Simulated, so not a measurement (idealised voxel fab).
Proc. module: voxel ribs on slabs
Each square cell in cross-section cut measures 5 nm, and the section as a whole is 280 nm wide.
Just so we're on the same page, the cross-sections are grids of square cells, and they're listed out in bands top to bottom, each band one or more rows deep. Band: top and bottom heights (nm) first, top before bottom; then materials from left to right, widths in nm. "all across" marks a sole material filling the band edge to edge. "empty" denotes empty space. We count height from 0. Below that, the starting wafer is all one material. The lowest band never ends at the bottom but goes on down; see "z 0 and below" for how that is written. Width: "30..40" (first number = top row, second number = bottom row, same change from row to row of cells). What does "no change" mean for a step? It means no cell of the cross-section changed in that step. Entry "Fully sealed voids". Content: empty spaces with no open connection to the top, size 8 cells or greater. Each: width x height at distance. Distance: from left edge. Unit: nm. Heads up: the bit after the settings on a step's line is the simulator's remark on that step. If you see "overlay nm" on a step's line and that step has a mask, it's telling you how far right of where it was planned the mask ended up; a negative number means it went left instead.
STEPS IN THE PROCESS PLAN
1,RECEIVE [material Si]
2,DIRECTIONAL_DEP [material SiO2] [thk nm 25]
3,DIRECTIONAL_DEP [material SiN] [thk nm 25]
4,DIRECTIONAL_DEP [material aC] [thk nm 15]
5,PATTERN [tone cover] [mask id RIB] [material resist] [width nm 30] [thk nm 35] [overlay nm 0]
6,DIRECTIONAL_ETCH [etch materials aC] [depth nm 15]
7,STRIP [etch materials resist]
8,DIRECTIONAL_ETCH [etch materials SiN] [depth nm 10]
9,STRIP [etch materials aC]
10,DIRECTIONAL_DEP [material aC] [thk nm 10]
11,PATTERN [tone cover] [mask id SLAB] [material resist] [width nm 90] [thk nm 25] [overlay nm 0]
12,DIRECTIONAL_ETCH [etch materials aC] [depth nm 10]
13,STRIP [etch materials resist]
14,DIRECTIONAL_ETCH [etch materials SiN] [depth nm 15]
15,STRIP [etch materials aC]
16,FILL_DEP [material SiO2] [thk nm 25]
17,CMP [height nm 65]
18,DIRECTIONAL_DEP [material TiN] [thk nm 5]
19,DIRECTIONAL_DEP [material aC] [thk nm 15]
20,PATTERN [tone cover] [mask id HEATER] [material resist] [width nm 40] [thk nm 35] [overlay nm 0]
21,DIRECTIONAL_ETCH [etch materials aC] [depth nm 15]
22,STRIP [etch materials resist]
23,DIRECTIONAL_ETCH [etch materials TiN] [depth nm 5]
24,STRIP [etch materials aC]
25,CONFORMAL_DEP [material SiO2] [thk nm 10]
FIRST OF TWO WAFERS, PROCESSED ACCORDING TO PLAN
WAFER AT RECEIPT (POST STEP 1), CROSS-SECTION
> z 0 and below: Si all across
> Fully sealed voids: none
AFTER STEP 2: WAFER CROSS-SECTION
> z 25 to 0: SiO2 all across
> Below a height of 0, the structure has not been altered.
AFTER STEP 3: WAFER CROSS-SECTION
> z 50 to 25: SiN all across
> Below a height of 25, the structure has not been altered.
AFTER STEP 4: WAFER CROSS-SECTION
> z 65 to 50: aC all across
> Below a height of 50, the structure has not been altered.
AFTER STEP 5: WAFER CROSS-SECTION
> z 100 to 65: empty: 125  resist: 30  empty: 125
> Below a height of 65, the structure has not been altered.
AFTER STEP 6: WAFER CROSS-SECTION
> z 85 to 65: empty: 125  resist: 30  empty: 125
> z 65 to 50: empty: 125  aC: 30  empty: 125
> Below a height of 50, the structure has not been altered.
AFTER STEP 7: WAFER CROSS-SECTION
> z 65 to 50: empty: 125  aC: 30  empty: 125
> Below a height of 50, the structure has not been altered.
AFTER STEP 8: WAFER CROSS-SECTION
> z 65 to 50: empty: 125  aC: 30  empty: 125
> z 50 to 40: empty: 125  SiN: 30  empty: 125
> Below a height of 40, the structure has not been altered.
AFTER STEP 9: WAFER CROSS-SECTION
> z 50 to 40: empty: 125  SiN: 30  empty: 125
> Below a height of 40, the structure has not been altered.
AFTER STEP 10: WAFER CROSS-SECTION
> z 60 to 50: empty: 125  aC: 30  empty: 125
> z 50 to 40: aC: 125  SiN: 30  aC: 125
> Below a height of 40, the structure has not been altered.
AFTER STEP 11: WAFER CROSS-SECTION
> z 85 to 60: empty: 95  resist: 90  empty: 95
> z 60 to 50: empty: 95  resist: 30  aC: 30  resist: 30  empty: 95
> Below a height of 50, the structure has not been altered.
AFTER STEP 12: WAFER CROSS-SECTION
> z 75 to 60: empty: 95  resist: 90  empty: 95
> z 60 to 50: empty: 95  resist: 30  aC: 30  resist: 30  empty: 95
> z 50 to 40: empty: 95  aC: 30  SiN: 30  aC: 30  empty: 95
> Below a height of 40, the structure has not been altered.
AFTER STEP 13: WAFER CROSS-SECTION
> z 60 to 50: empty: 125  aC: 30  empty: 125
> Below a height of 50, the structure has not been altered.
AFTER STEP 14: WAFER CROSS-SECTION
> z 60 to 50: empty: 125  aC: 30  empty: 125
> z 50 to 40: empty: 95  aC: 30  SiN: 30  aC: 30  empty: 95
> z 40 to 25: empty: 95  SiN: 90  empty: 95
> Below a height of 25, the structure has not been altered.
AFTER STEP 15: WAFER CROSS-SECTION
> z 50 to 40: empty: 125  SiN: 30  empty: 125
> Below a height of 40, the structure has not been altered.
AFTER STEP 16: WAFER CROSS-SECTION
> z 75 to 50: SiO2 all across
> z 50 to 40: SiO2: 125  SiN: 30  SiO2: 125
> z 40 to 25: SiO2: 95  SiN: 90  SiO2: 95
> Below a height of 25, the structure has not been altered.
AFTER STEP 17: WAFER CROSS-SECTION
> z 65 to 50: SiO2 all across
> Below a height of 50, the structure has not been altered.
AFTER STEP 18: WAFER CROSS-SECTION
> z 70 to 65: TiN all across
> Below a height of 65, the structure has not been altered.
AFTER STEP 19: WAFER CROSS-SECTION
> z 85 to 70: aC all across
> Below a height of 70, the structure has not been altered.
AFTER STEP 20: WAFER CROSS-SECTION
> z 120 to 85: empty: 120  resist: 40  empty: 120
> Below a height of 85, the structure has not been altered.
AFTER STEP 21: WAFER CROSS-SECTION
> z 105 to 85: empty: 120  resist: 40  empty: 120
> z 85 to 70: empty: 120  aC: 40  empty: 120
> Below a height of 70, the structure has not been altered.
AFTER STEP 22: WAFER CROSS-SECTION
> z 85 to 70: empty: 120  aC: 40  empty: 120
> Below a height of 70, the structure has not been altered.
AFTER STEP 23: WAFER CROSS-SECTION
> z 85 to 70: empty: 120  aC: 40  empty: 120
> z 70 to 65: empty: 120  TiN: 40  empty: 120
> Below a height of 65, the structure has not been altered.
AFTER STEP 24: WAFER CROSS-SECTION
> z 70 to 65: empty: 120  TiN: 40  empty: 120
> Below a height of 65, the structure has not been altered.
AFTER STEP 25: WAFER CROSS-SECTION
> z 80 to 75: empty: 110  SiO2: 60  empty: 110
> z 75 to 70: SiO2 all across
> z 70 to 65: SiO2: 120  TiN: 40  SiO2: 120
> Below a height of 65, the structure has not been altered.
OKAY, SECOND WAFER. NOTHING DIFFERENT AT THE START, NOTHING DIFFERENT IN THE PLAN, JUST ONE MISTAKE SOMEWHERE IN THE RUNNING. AS FAR AS STEP 10, COUNTING THAT STEP, IT'S THE FIRST WAFER ALL OVER AGAIN
WHAT THE SECOND WAFER LOOKS LIKE IN CROSS-SECTION WHEN STEP 11 SHOULD HAVE WRAPPED UP
> z 85 to 60: empty: 90  resist: 90  empty: 100
> z 60 to 50: empty: 90  resist: 35  aC: 30  resist: 25  empty: 100
> Below a height of 50, the structure has not been altered.
WHAT THE SECOND WAFER LOOKS LIKE IN CROSS-SECTION WHEN STEP 12 SHOULD HAVE WRAPPED UP
> z 75 to 60: empty: 90  resist: 90  empty: 100
> z 60 to 50: empty: 90  resist: 35  aC: 30  resist: 25  empty: 100
> z 50 to 40: empty: 90  aC: 35  SiN: 30  aC: 25  empty: 100
> Below a height of 40, the structure has not been altered.
WHAT THE SECOND WAFER LOOKS LIKE IN CROSS-SECTION WHEN STEP 13 SHOULD HAVE WRAPPED UP
> z 60 to 50: empty: 125  aC: 30  empty: 125
> Below a height of 50, the structure has not been altered.
WHAT THE SECOND WAFER LOOKS LIKE IN CROSS-SECTION WHEN STEP 14 SHOULD HAVE WRAPPED UP
> z 60 to 50: empty: 125  aC: 30  empty: 125
> z 50 to 40: empty: 90  aC: 35  SiN: 30  aC: 25  empty: 100
> z 40 to 25: empty: 90  SiN: 90  empty: 100
> Below a height of 25, the structure has not been altered.
WHAT THE SECOND WAFER LOOKS LIKE IN CROSS-SECTION WHEN STEP 15 SHOULD HAVE WRAPPED UP
> z 50 to 40: empty: 125  SiN: 30  empty: 125
> Below a height of 40, the structure has not been altered.
WHAT THE SECOND WAFER LOOKS LIKE IN CROSS-SECTION WHEN STEP 16 SHOULD HAVE WRAPPED UP
> z 75 to 50: SiO2 all across
> z 50 to 40: SiO2: 125  SiN: 30  SiO2: 125
> z 40 to 25: SiO2: 90  SiN: 90  SiO2: 100
> Below a height of 25, the structure has not been altered.
WHAT THE SECOND WAFER LOOKS LIKE IN CROSS-SECTION WHEN STEP 17 SHOULD HAVE WRAPPED UP
> z 65 to 50: SiO2 all across
> Below a height of 50, the structure has not been altered.
WHAT THE SECOND WAFER LOOKS LIKE IN CROSS-SECTION WHEN STEP 18 SHOULD HAVE WRAPPED UP
> z 70 to 65: TiN all across
> Below a height of 65, the structure has not been altered.
WHAT THE SECOND WAFER LOOKS LIKE IN CROSS-SECTION WHEN STEP 19 SHOULD HAVE WRAPPED UP
> z 85 to 70: aC all across
> Below a height of 70, the structure has not been altered.
WHAT THE SECOND WAFER LOOKS LIKE IN CROSS-SECTION WHEN STEP 20 SHOULD HAVE WRAPPED UP
> z 120 to 85: empty: 120  resist: 40  empty: 120
> Below a height of 85, the structure has not been altered.
WHAT THE SECOND WAFER LOOKS LIKE IN CROSS-SECTION WHEN STEP 21 SHOULD HAVE WRAPPED UP
> z 105 to 85: empty: 120  resist: 40  empty: 120
> z 85 to 70: empty: 120  aC: 40  empty: 120
> Below a height of 70, the structure has not been altered.
WHAT THE SECOND WAFER LOOKS LIKE IN CROSS-SECTION WHEN STEP 22 SHOULD HAVE WRAPPED UP
> z 85 to 70: empty: 120  aC: 40  empty: 120
> Below a height of 70, the structure has not been altered.
WHAT THE SECOND WAFER LOOKS LIKE IN CROSS-SECTION WHEN STEP 23 SHOULD HAVE WRAPPED UP
> z 85 to 70: empty: 120  aC: 40  empty: 120
> z 70 to 65: empty: 120  TiN: 40  empty: 120
> Below a height of 65, the structure has not been altered.
WHAT THE SECOND WAFER LOOKS LIKE IN CROSS-SECTION WHEN STEP 24 SHOULD HAVE WRAPPED UP
> z 70 to 65: empty: 120  TiN: 40  empty: 120
> Below a height of 65, the structure has not been altered.
WHAT THE SECOND WAFER LOOKS LIKE IN CROSS-SECTION WHEN STEP 25 SHOULD HAVE WRAPPED UP
> z 80 to 75: empty: 110  SiO2: 60  empty: 110
> z 75 to 70: SiO2 all across
> z 70 to 65: SiO2: 120  TiN: 40  SiO2: 120
> Below a height of 65, the structure has not been altered.
Finding, execution versus plan: step 11 was processed under conditions differing from the plan, specifically as PATTERN [tone cover] [mask id SLAB] [material resist] [width nm 90] [thk nm 25] [overlay nm -5]
Final state: per-material cell counts identical on both wafers; locations differ.
